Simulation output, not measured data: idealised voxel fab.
A process module follows: voxel plated lines.
Xsec cut, 170 nm wide, square cell size 5 nm.
In what follows, cross-sections appear as grids of square cells, described through bands that run from the top down, where every band is one or more rows of cells.
Per band: top height and bottom height in nm, followed by the left-to-right materials and their widths in nm; "throughout" marks a single material spanning edge to edge, "empty" marks empty space.
It should be noted that heights are counted from 0, beneath which the wafer as supplied is of one material throughout, and that the lowest band possesses no lower boundary but continues downward, as written in "0 and below".
When a width is written as two numbers, as in "30->40", the first number is the width in the top row of cells of the band and the second is the width in its bottom row, and the width changes by the same amount from each row to the next.
It should be understood that the words "no alteration", when stated for a given step, signify that the cross-section underwent no change in any of its cells during that step.
"Closed void catalog" contains a list of empty spaces, each no smaller than 8 cells and without an open way to the top, written in the form width x height at distance with the distance from the left edge and all three in nm.
Post-settings text on a step line: simulator's own remark regarding the step.
When a step includes a mask, the "overlay nm" setting on its line states how far to the right of its planned place that mask lay, and negative values state how far to the left.
# List of planned process steps
1: RECEIVE, material Si
2: CONFORMAL_DEP, material SiN, thk nm 5
3: DIRECTIONAL_DEP, material TiN, thk nm 5
4: PATTERN, tone open, mask id LINES, material resist, width nm 25, pitch nm 40, thk nm 25, overlay nm 0
5: EPI, material Ru, thk nm 5
6: EPI, material Ru, thk nm 5
7: STRIP, etch materials resist
8: DIRECTIONAL_ETCH, etch materials TiN, depth nm 5
9: CONFORMAL_DEP, material SiO2, thk nm 5
# This is the cross-section of the wafer as we received it, i.e. after step 1
0 and below: Si throughout
Closed void catalog: none
# Result of the module, cross-sectioned: start per above, plan per above, one error in how it was run
25 down to 20: 40 empty; 85 SiO2; 45 empty
20 down to 15: 45 SiO2; 35 Ru; 5 SiO2; 35 Ru; 50 SiO2
15 down to 10: Ru throughout
10 down to 5: TiN throughout
5 down to 0: SiN throughout
0 and below: Si throughout
Closed void catalog: none
Diagnosis: steps 6 and 7 traded places in the executed sequence
